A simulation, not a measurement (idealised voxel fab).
Process module name: voxel spacer lines
Displayed cross-section: cut, width of 250 nm, square cells sized 5 nm.
Heads up, the way a cross-section reads in here is a grid of square cells, handed over as bands from the top down, with every band being one or more rows of cells.
Basically the band line says how high the top is and how high the bottom is, in nm, and then what's in it from left to right, every material with its width in nm. Empty space shows up as "empty", and if a single material carries "throughout" it runs the full band edge to edge.
Height reference: 0 = level under which incoming wafer is all one material. Lowest band: no bottom, runs on downward, e.g. "0 down".
Width spec "30->40" -> top row of cells at first value, bottom row at second value, equal per-row change in between.
The designation "no change occurred", where it is given for a processing step, indicates that no cell of the cross-section was altered in the course of that step.
For the entry "Enclosed void catalog", the listed items are empty spaces with no open way to the top whose size is 8 cells or more; each item follows the pattern width x height at distance, where distance is from the left edge and all three are in nm.
On each step's line, the part that comes after the settings is the simulator's own comment on the step.
Among the settings permitted on a step's line is "overlay nm"; applied to a step with a mask, it specifies the extent to which the mask lay to the right of its planned position, whereas a negative figure signifies a position to the left.

**The steps planned for the process are as follows**
1. RECEIVE (material Si)
2. CONFORMAL_DEP (material Al2O3; thk nm 10)
3. DIRECTIONAL_DEP (material TiN; thk nm 10)
4. DIRECTIONAL_DEP (material aC; thk nm 20)
5. PATTERN (tone cover; mask id MANDREL; material resist; width nm 20; pitch nm 60; thk nm 30; overlay nm 0)
6. DIRECTIONAL_ETCH (etch materials aC; depth nm 20)
7. STRIP (etch materials resist)
8. CONFORMAL_DEP (material SiO2; thk nm 10)
9. DIRECTIONAL_ETCH (etch materials SiO2; depth nm 10)
10. STRIP (etch materials aC)
11. DIRECTIONAL_ETCH (etch materials TiN; depth nm 10)
12. STRIP (etch materials SiO2)
13. FILL_DEP (material SiO2; thk nm 5)
14. CMP (height nm 20)

**Received-state cross-section, reflecting completion of step 1**
* 0 down  Si throughout
* Enclosed void catalog: none

**End-of-module XS, first of two wafers, run as planned**
* 20 to 10  SiO2=45, TiN=10, SiO2=20, TiN=10, SiO2=20, TiN=10, SiO2=20, TiN=10, SiO2=20, TiN=10, SiO2=20, TiN=10, SiO2=45
* 10 to 0  Al2O3 throughout
* 0 down  Si throughout
* Enclosed void catalog: none

**Cross-section of the latter of the two wafers at module completion. It had an identical start and an identical plan to the former; in running it, one mistake was made**
* 20 to 10  SiO2=50, TiN=10, SiO2=20, TiN=10, SiO2=20, TiN=10, SiO2=20, TiN=10, SiO2=20, TiN=10, SiO2=20, TiN=10, SiO2=40
* 10 to 0  Al2O3 throughout
* 0 down  Si throughout
* Enclosed void catalog: none
What went wrong in running the wafer? step 5 did not happen as planned, as run it was PATTERN (tone cover; mask id MANDREL; material resist; width nm 20; pitch nm 60; thk nm 30; overlay nm 5)
If you tally the cells, the second wafer ends up with the same amount of every material as the first; it's all just sitting in different places.
